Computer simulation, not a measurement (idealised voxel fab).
process module | voxel gate over fins
cross-section cut | 265 nm wide | cells 5 nm
A cross-section is a grid of square cells, given in bands from the top down. A band is one or more rows of cells.
Each band's line starts with the height of the band's top and of its bottom, in nm. Then come its materials from left to right, each with its width in nm. One material with "throughout" fills the band from edge to edge. "air" is empty space.
Height 0 is the level under which the wafer as received is all one material. The lowest band goes on downwards, as in "0 down".
A width such as "30 to 40" changes by the same amount from each row of cells to the next, from the band's top row to its bottom row.
"no change" after a step means that no cell of the cross-section changed.
closed voids: empty space of 8 cells or more with no open way to the top, each as width x height at its distance from the left edge, in nm
after a step's settings: what the simulator itself notes on the step
overlay nm, on a step with a mask: how far to the right of its planned place the mask lay; to the left if negative
plan
1 op RECEIVE | material Si
2 op CONFORMAL_DEP | material SiN | thk nm 10
3 op MASKED_ETCH | tone cover | mask id FINS | width nm 15 | pitch nm 45 | etch materials SiN | depth nm 10 | overlay nm 0
4 op MASKED_ETCH | tone cover | mask id FINS | width nm 15 | pitch nm 45 | etch materials Si | depth nm 30 | overlay nm 0
5 op OXIDIZE | depth nm 5
6 op FILL_DEP | material SiO2 | thk nm 5
7 op CMP | height nm 10
8 op SELECTIVE_ETCH | etch materials SiO2 | depth nm 25
9 op STRIP | etch materials SiN
10 op CONFORMAL_DEP | material HfO2 | thk nm 5
11 op CONFORMAL_DEP | material TiN | thk nm 5
12 op CONFORMAL_DEP | material TiAl | thk nm 5
13 op CONFORMAL_DEP | material TiN | thk nm 5
14 op FILL_DEP | material W | thk nm 10
15 op CMP | height nm 25
16 op CONFORMAL_DEP | material SiCN | thk nm 10
first wafer, as planned
as received, after step 1
  0 down: Si throughout
  closed voids: none
after step 2
  10 to 0: SiN throughout
  below 0: unchanged
after step 3
  10 to 0: air 55 | SiN 15 | air 30 | SiN 15 | air 30 | SiN 15 | air 30 | SiN 15 | air 60
  below 0: unchanged
after step 4
  10 to 0: air 55 | SiN 15 | air 30 | SiN 15 | air 30 | SiN 15 | air 30 | SiN 15 | air 60
  0 to -30: air 55 | Si 15 | air 30 | Si 15 | air 30 | Si 15 | air 30 | Si 15 | air 60
  below -30: unchanged
after step 5
  10 to 0: air 55 | SiN 15 | air 30 | SiN 15 | air 30 | SiN 15 | air 30 | SiN 15 | air 60
  0 to -30: air 55 | SiO2 5 | Si 5 | SiO2 5 | air 30 | SiO2 5 | Si 5 | SiO2 5 | air 30 | SiO2 5 | Si 5 | SiO2 5 | air 30 | SiO2 5 | Si 5 | SiO2 5 | air 60
  -30 to -35: SiO2 60 | Si 5 | SiO2 40 | Si 5 | SiO2 40 | Si 5 | SiO2 40 | Si 5 | SiO2 65
  below -35: unchanged
after step 6
  15 to 10: SiO2 throughout
  10 to 0: SiO2 55 | SiN 15 | SiO2 30 | SiN 15 | SiO2 30 | SiN 15 | SiO2 30 | SiN 15 | SiO2 60
  0 to -35: SiO2 60 | Si 5 | SiO2 40 | Si 5 | SiO2 40 | Si 5 | SiO2 40 | Si 5 | SiO2 65
  below -35: unchanged
after step 7
  10 to 0: SiO2 55 | SiN 15 | SiO2 30 | SiN 15 | SiO2 30 | SiN 15 | SiO2 30 | SiN 15 | SiO2 60
  below 0: unchanged
after step 8
  10 to 0: air 55 | SiN 15 | air 30 | SiN 15 | air 30 | SiN 15 | air 30 | SiN 15 | air 60
  0 to -15: air 60 | Si 5 | air 40 | Si 5 | air 40 | Si 5 | air 40 | Si 5 | air 65
  below -15: unchanged
after step 9
  0 to -15: air 60 | Si 5 | air 40 | Si 5 | air 40 | Si 5 | air 40 | Si 5 | air 65
  below -15: unchanged
after step 10
  5 to 0: air 55 | HfO2 15 | air 30 | HfO2 15 | air 30 | HfO2 15 | air 30 | HfO2 15 | air 60
  0 to -10: air 55 | HfO2 5 | Si 5 | HfO2 5 | air 30 | HfO2 5 | Si 5 | HfO2 5 | air 30 | HfO2 5 | Si 5 | HfO2 5 | air 30 | HfO2 5 | Si 5 | HfO2 5 | air 60
  -10 to -15: HfO2 60 | Si 5 | HfO2 40 | Si 5 | HfO2 40 | Si 5 | HfO2 40 | Si 5 | HfO2 65
  below -15: unchanged
after step 11
  10 to 5: air 50 | TiN 25 | air 20 | TiN 25 | air 20 | TiN 25 | air 20 | TiN 25 | air 55
  5 to 0: air 50 | TiN 5 | HfO2 15 | TiN 5 | air 20 | TiN 5 | HfO2 15 | TiN 5 | air 20 | TiN 5 | HfO2 15 | TiN 5 | air 20 | TiN 5 | HfO2 15 | TiN 5 | air 55
  0 to -5: air 50 | TiN 5 | HfO2 5 | Si 5 | HfO2 5 | TiN 5 | air 20 | TiN 5 | HfO2 5 | Si 5 | HfO2 5 | TiN 5 | air 20 | TiN 5 | HfO2 5 | Si 5 | HfO2 5 | TiN 5 | air 20 | TiN 5 | HfO2 5 | Si 5 | HfO2 5 | TiN 5 | air 55
  -5 to -10: TiN 55 | HfO2 5 | Si 5 | HfO2 5 | TiN 30 | HfO2 5 | Si 5 | HfO2 5 | TiN 30 | HfO2 5 | Si 5 | HfO2 5 | TiN 30 | HfO2 5 | Si 5 | HfO2 5 | TiN 60
  below -10: unchanged
after step 12
  15 to 10: air 45 | TiAl 35 | air 10 | TiAl 35 | air 10 | TiAl 35 | air 10 | TiAl 35 | air 50
  10 to 5: air 45 | TiAl 5 | TiN 25 | TiAl 5 | air 10 | TiAl 5 | TiN 25 | TiAl 5 | air 10 | TiAl 5 | TiN 25 | TiAl 5 | air 10 | TiAl 5 | TiN 25 | TiAl 5 | air 50
  5 to 0: air 45 | TiAl 5 | TiN 5 | HfO2 15 | TiN 5 | TiAl 5 | air 10 | TiAl 5 | TiN 5 | HfO2 15 | TiN 5 | TiAl 5 | air 10 | TiAl 5 | TiN 5 | HfO2 15 | TiN 5 | TiAl 5 | air 10 | TiAl 5 | TiN 5 | HfO2 15 | TiN 5 | TiAl 5 | air 50
  0 to -5: TiAl 50 | TiN 5 | HfO2 5 | Si 5 | HfO2 5 | TiN 5 | TiAl 20 | TiN 5 | HfO2 5 | Si 5 | HfO2 5 | TiN 5 | TiAl 20 | TiN 5 | HfO2 5 | Si 5 | HfO2 5 | TiN 5 | TiAl 20 | TiN 5 | HfO2 5 | Si 5 | HfO2 5 | TiN 5 | TiAl 55
  below -5: unchanged
after step 13
  20 to 15: air 40 | TiN 180 | air 45
  15 to 10: air 40 | TiN 5 | TiAl 35 | TiN 10 | TiAl 35 | TiN 10 | TiAl 35 | TiN 10 | TiAl 35 | TiN 5 | air 45
  10 to 5: air 40 | TiN 5 | TiAl 5 | TiN 25 | TiAl 5 | TiN 10 | TiAl 5 | TiN 25 | TiAl 5 | TiN 10 | TiAl 5 | TiN 25 | TiAl 5 | TiN 10 | TiAl 5 | TiN 25 | TiAl 5 | TiN 5 | air 45
  5 to 0: TiN 45 | TiAl 5 | TiN 5 | HfO2 15 | TiN 5 | TiAl 5 | TiN 10 | TiAl 5 | TiN 5 | HfO2 15 | TiN 5 | TiAl 5 | TiN 10 | TiAl 5 | TiN 5 | HfO2 15 | TiN 5 | TiAl 5 | TiN 10 | TiAl 5 | TiN 5 | HfO2 15 | TiN 5 | TiAl 5 | TiN 50
  below 0: unchanged
after step 14
  30 to 20: W throughout
  20 to 15: W 40 | TiN 180 | W 45
  15 to 10: W 40 | TiN 5 | TiAl 35 | TiN 10 | TiAl 35 | TiN 10 | TiAl 35 | TiN 10 | TiAl 35 | TiN 5 | W 45
  10 to 5: W 40 | TiN 5 | TiAl 5 | TiN 25 | TiAl 5 | TiN 10 | TiAl 5 | TiN 25 | TiAl 5 | TiN 10 | TiAl 5 | TiN 25 | TiAl 5 | TiN 10 | TiAl 5 | TiN 25 | TiAl 5 | TiN 5 | W 45
  below 5: unchanged
after step 15
  25 to 20: W throughout
  below 20: unchanged
after step 16
  35 to 25: SiCN throughout
  below 25: unchanged
second wafer: like start, like plan, one mistake. Through step 11 it matches the first wafer
when step 12 should have ended
  15 to 5: air 45 | TiN 35 | air 10 | TiN 35 | air 10 | TiN 35 | air 10 | TiN 35 | air 50
  5 to 0: air 45 | TiN 10 | HfO2 15 | TiN 10 | air 10 | TiN 10 | HfO2 15 | TiN 10 | air 10 | TiN 10 | HfO2 15 | TiN 10 | air 10 | TiN 10 | HfO2 15 | TiN 10 | air 50
  0 to -10: TiN 55 | HfO2 5 | Si 5 | HfO2 5 | TiN 30 | HfO2 5 | Si 5 | HfO2 5 | TiN 30 | HfO2 5 | Si 5 | HfO2 5 | TiN 30 | HfO2 5 | Si 5 | HfO2 5 | TiN 60
  below -10: unchanged
when step 13 should have ended
  20 to 15: air 40 | TiAl 180 | air 45
  15 to 5: air 40 | TiAl 5 | TiN 35 | TiAl 10 | TiN 35 | TiAl 10 | TiN 35 | TiAl 10 | TiN 35 | TiAl 5 | air 45
  5 to 0: TiAl 45 | TiN 10 | HfO2 15 | TiN 10 | TiAl 10 | TiN 10 | HfO2 15 | TiN 10 | TiAl 10 | TiN 10 | HfO2 15 | TiN 10 | TiAl 10 | TiN 10 | HfO2 15 | TiN 10 | TiAl 50
  below 0: unchanged
when step 14 should have ended
  30 to 20: W throughout
  20 to 15: W 40 | TiAl 180 | W 45
  15 to 5: W 40 | TiAl 5 | TiN 35 | TiAl 10 | TiN 35 | TiAl 10 | TiN 35 | TiAl 10 | TiN 35 | TiAl 5 | W 45
  below 5: unchanged
when step 15 should have ended
  25 to 20: W throughout
  below 20: unchanged
when step 16 should have ended
  35 to 25: SiCN throughout
  below 25: unchanged
what went wrong: steps 12 and 13 were swapped
at the end the second wafer has, in cells: as many of each material as the first, in other places
